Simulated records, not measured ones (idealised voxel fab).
Proc. module: voxel ribs on slabs
FYI the section here is cut, 260 nm wide, cells are 5 nm squares.
Throughout this document, each cross-section is represented as a grid of square cells and is presented as a sequence of bands enumerated from the top downward, where a band comprises one or more rows of cells.
Quick guide to a band line: top height, bottom height (nm) up front; then every material left to right with its width in nm. Only one material and it's marked "full width"? Then it fills the band edge to edge. And "blank" just means empty space.
Note: height 0 marks the level under which the wafer is uniformly one material as received. Lowest band unbounded below, written "0 and below".
Per-row width for "30..40": begins at first number (top row of band), ends at second number (bottom row), increment between rows held constant.
The designation "no change", where it is given for a processing step, indicates that no cell of the cross-section was altered in the course of that step.
Closed-off voids of 8+ cells (no open route to the top) go in "Sealed voids", written width x height at distance from the left edge, in nm.
That trailing text on a step's line, after the settings, is the simulator's own remark on the step.
overlay nm: mask offset rightward from planned place, masked step; negative means leftward offset.
The following list gives the planned process steps:
1) RECEIVE [material Si]
2) DIRECTIONAL_DEP [material SiO2] [thk nm 20]
3) DIRECTIONAL_DEP [material SiN] [thk nm 15]
4) PATTERN [tone cover] [mask id RIB] [material resist] [width nm 15] [thk nm 15] [overlay nm 0]
5) DIRECTIONAL_ETCH [etch materials SiN] [depth nm 5]
6) STRIP [etch materials resist]
7) DIRECTIONAL_DEP [material aC] [thk nm 10]
8) PATTERN [tone cover] [mask id SLAB] [material resist] [width nm 65] [thk nm 30] [overlay nm 0]
9) DIRECTIONAL_ETCH [etch materials aC] [depth nm 10]
10) STRIP [etch materials resist]
11) DIRECTIONAL_ETCH [etch materials SiN] [depth nm 10]
12) STRIP [etch materials aC]
13) FILL_DEP [material SiO2] [thk nm 15]
14) CMP [height nm 45]
15) DIRECTIONAL_DEP [material TiN] [thk nm 5]
16) DIRECTIONAL_DEP [material aC] [thk nm 10]
17) PATTERN [tone cover] [mask id HEATER] [material resist] [width nm 25] [thk nm 25] [overlay nm 0]
18) DIRECTIONAL_ETCH [etch materials aC] [depth nm 10]
19) STRIP [etch materials resist]
20) DIRECTIONAL_ETCH [etch materials TiN] [depth nm 5]
21) STRIP [etch materials aC]
22) CONFORMAL_DEP [material SiO2] [thk nm 10]
What follows covers the first of two wafers; it ran as planned:
As received (post step 1): cross-section:
> 0 and below | Si full width
> Sealed voids: none
Take a look at the wafer's cross-section after step 2:
> 20 down to 0 | SiO2 full width
> Everything under 0 stays put, no change at all.
Take a look at the wafer's cross-section after step 3:
> 35 down to 20 | SiN full width
> Everything under 20 stays put, no change at all.
Take a look at the wafer's cross-section after step 4:
> 50 down to 35 | blank=120 / resist=15 / blank=125
> Everything under 35 stays put, no change at all.
Take a look at the wafer's cross-section after step 5:
> 50 down to 35 | blank=120 / resist=15 / blank=125
> 35 down to 30 | blank=120 / SiN=15 / blank=125
> Everything under 30 stays put, no change at all.
Take a look at the wafer's cross-section after step 6:
> 35 down to 30 | blank=120 / SiN=15 / blank=125
> Everything under 30 stays put, no change at all.
Take a look at the wafer's cross-section after step 7:
> 45 down to 40 | blank=120 / aC=15 / blank=125
> 40 down to 35 | aC full width
> 35 down to 30 | aC=120 / SiN=15 / aC=125
> Everything under 30 stays put, no change at all.
Take a look at the wafer's cross-section after step 8:
> 75 down to 45 | blank=95 / resist=65 / blank=100
> 45 down to 40 | blank=95 / resist=25 / aC=15 / resist=25 / blank=100
> Everything under 40 stays put, no change at all.
Take a look at the wafer's cross-section after step 9:
> 65 down to 45 | blank=95 / resist=65 / blank=100
> 45 down to 40 | blank=95 / resist=25 / aC=15 / resist=25 / blank=100
> 40 down to 35 | blank=95 / aC=65 / blank=100
> 35 down to 30 | blank=95 / aC=25 / SiN=15 / aC=25 / blank=100
> Everything under 30 stays put, no change at all.
Take a look at the wafer's cross-section after step 10:
> 45 down to 35 | blank=120..95 / aC=15..65 / blank=125..100
> Everything under 35 stays put, no change at all.
Take a look at the wafer's cross-section after step 11:
> 45 down to 35 | blank=120..95 / aC=15..65 / blank=125..100
> 35 down to 30 | blank=95 / aC=25 / SiN=15 / aC=25 / blank=100
> 30 down to 20 | blank=95 / SiN=65 / blank=100
> Everything under 20 stays put, no change at all.
Take a look at the wafer's cross-section after step 12:
> 35 down to 30 | blank=120 / SiN=15 / blank=125
> Everything under 30 stays put, no change at all.
Take a look at the wafer's cross-section after step 13:
> 50 down to 35 | SiO2 full width
> 35 down to 30 | SiO2=120 / SiN=15 / SiO2=125
> 30 down to 20 | SiO2=95 / SiN=65 / SiO2=100
> Everything under 20 stays put, no change at all.
Take a look at the wafer's cross-section after step 14:
> 45 down to 35 | SiO2 full width
> Everything under 35 stays put, no change at all.
Take a look at the wafer's cross-section after step 15:
> 50 down to 45 | TiN full width
> Everything under 45 stays put, no change at all.
Take a look at the wafer's cross-section after step 16:
> 60 down to 50 | aC full width
> Everything under 50 stays put, no change at all.
Take a look at the wafer's cross-section after step 17:
> 85 down to 60 | blank=115 / resist=25 / blank=120
> Everything under 60 stays put, no change at all.
Take a look at the wafer's cross-section after step 18:
> 75 down to 60 | blank=115 / resist=25 / blank=120
> 60 down to 50 | blank=115 / aC=25 / blank=120
> Everything under 50 stays put, no change at all.
Take a look at the wafer's cross-section after step 19:
> 60 down to 50 | blank=115 / aC=25 / blank=120
> Everything under 50 stays put, no change at all.
Take a look at the wafer's cross-section after step 20:
> 60 down to 50 | blank=115 / aC=25 / blank=120
> 50 down to 45 | blank=115 / TiN=25 / blank=120
> Everything under 45 stays put, no change at all.
Take a look at the wafer's cross-section after step 21:
> 50 down to 45 | blank=115 / TiN=25 / blank=120
> Everything under 45 stays put, no change at all.
Take a look at the wafer's cross-section after step 22:
> 60 down to 55 | blank=105 / SiO2=45 / blank=110
> 55 down to 50 | SiO2 full width
> 50 down to 45 | SiO2=115 / TiN=25 / SiO2=120
> Everything under 45 stays put, no change at all.
The second wafer was prepared from the same starting point and under the same plan as the first; its processing contained one mistake, and it remains indistinguishable from the first wafer up to and including step 3:
Cross-section: second wafer, time at which step 4 was scheduled to end:
> 50 down to 35 | blank=110 / resist=15 / blank=135
> Everything under 35 stays put, no change at all.
Cross-section: second wafer, time at which step 5 was scheduled to end:
> 50 down to 35 | blank=110 / resist=15 / blank=135
> 35 down to 30 | blank=110 / SiN=15 / blank=135
> Everything under 30 stays put, no change at all.
Cross-section: second wafer, time at which step 6 was scheduled to end:
> 35 down to 30 | blank=110 / SiN=15 / blank=135
> Everything under 30 stays put, no change at all.
Cross-section: second wafer, time at which step 7 was scheduled to end:
> 45 down to 40 | blank=110 / aC=15 / blank=135
> 40 down to 35 | aC full width
> 35 down to 30 | aC=110 / SiN=15 / aC=135
> Everything under 30 stays put, no change at all.
Cross-section: second wafer, time at which step 8 was scheduled to end:
> 75 down to 45 | blank=95 / resist=65 / blank=100
> 45 down to 40 | blank=95 / resist=15 / aC=15 / resist=35 / blank=100
> Everything under 40 stays put, no change at all.
Cross-section: second wafer, time at which step 9 was scheduled to end:
> 65 down to 45 | blank=95 / resist=65 / blank=100
> 45 down to 40 | blank=95 / resist=15 / aC=15 / resist=35 / blank=100
> 40 down to 35 | blank=95 / aC=65 / blank=100
> 35 down to 30 | blank=95 / aC=15 / SiN=15 / aC=35 / blank=100
> Everything under 30 stays put, no change at all.
Cross-section: second wafer, time at which step 10 was scheduled to end:
> 45 down to 35 | blank=110..95 / aC=15..65 / blank=135..100
> Everything under 35 stays put, no change at all.
Cross-section: second wafer, time at which step 11 was scheduled to end:
> 45 down to 35 | blank=110..95 / aC=15..65 / blank=135..100
> 35 down to 30 | blank=95 / aC=15 / SiN=15 / aC=35 / blank=100
> 30 down to 20 | blank=95 / SiN=65 / blank=100
> Everything under 20 stays put, no change at all.
Cross-section: second wafer, time at which step 12 was scheduled to end:
> 35 down to 30 | blank=110 / SiN=15 / blank=135
> Everything under 30 stays put, no change at all.
Cross-section: second wafer, time at which step 13 was scheduled to end:
> 50 down to 35 | SiO2 full width
> 35 down to 30 | SiO2=110 / SiN=15 / SiO2=135
> 30 down to 20 | SiO2=95 / SiN=65 / SiO2=100
> Everything under 20 stays put, no change at all.
Cross-section: second wafer, time at which step 14 was scheduled to end:
> 45 down to 35 | SiO2 full width
> Everything under 35 stays put, no change at all.
Cross-section: second wafer, time at which step 15 was scheduled to end:
> 50 down to 45 | TiN full width
> Everything under 45 stays put, no change at all.
Cross-section: second wafer, time at which step 16 was scheduled to end:
> 60 down to 50 | aC full width
> Everything under 50 stays put, no change at all.
Cross-section: second wafer, time at which step 17 was scheduled to end:
> 85 down to 60 | blank=115 / resist=25 / blank=120
> Everything under 60 stays put, no change at all.
Cross-section: second wafer, time at which step 18 was scheduled to end:
> 75 down to 60 | blank=115 / resist=25 / blank=120
> 60 down to 50 | blank=115 / aC=25 / blank=120
> Everything under 50 stays put, no change at all.
Cross-section: second wafer, time at which step 19 was scheduled to end:
> 60 down to 50 | blank=115 / aC=25 / blank=120
> Everything under 50 stays put, no change at all.
Cross-section: second wafer, time at which step 20 was scheduled to end:
> 60 down to 50 | blank=115 / aC=25 / blank=120
> 50 down to 45 | blank=115 / TiN=25 / blank=120
> Everything under 45 stays put, no change at all.
Cross-section: second wafer, time at which step 21 was scheduled to end:
> 50 down to 45 | blank=115 / TiN=25 / blank=120
> Everything under 45 stays put, no change at all.
Cross-section: second wafer, time at which step 22 was scheduled to end:
> 60 down to 55 | blank=105 / SiO2=45 / blank=110
> 55 down to 50 | SiO2 full width
> 50 down to 45 | SiO2=115 / TiN=25 / SiO2=120
> Everything under 45 stays put, no change at all.
Deviation noted in wafer processing: step 4, actual vs plan mismatch, actual run PATTERN [tone cover] [mask id RIB] [material resist] [width nm 15] [thk nm 15] [overlay nm -10]
When the process is done, the second wafer contains the same cell count of every material as the first wafer, but distributed over other locations.
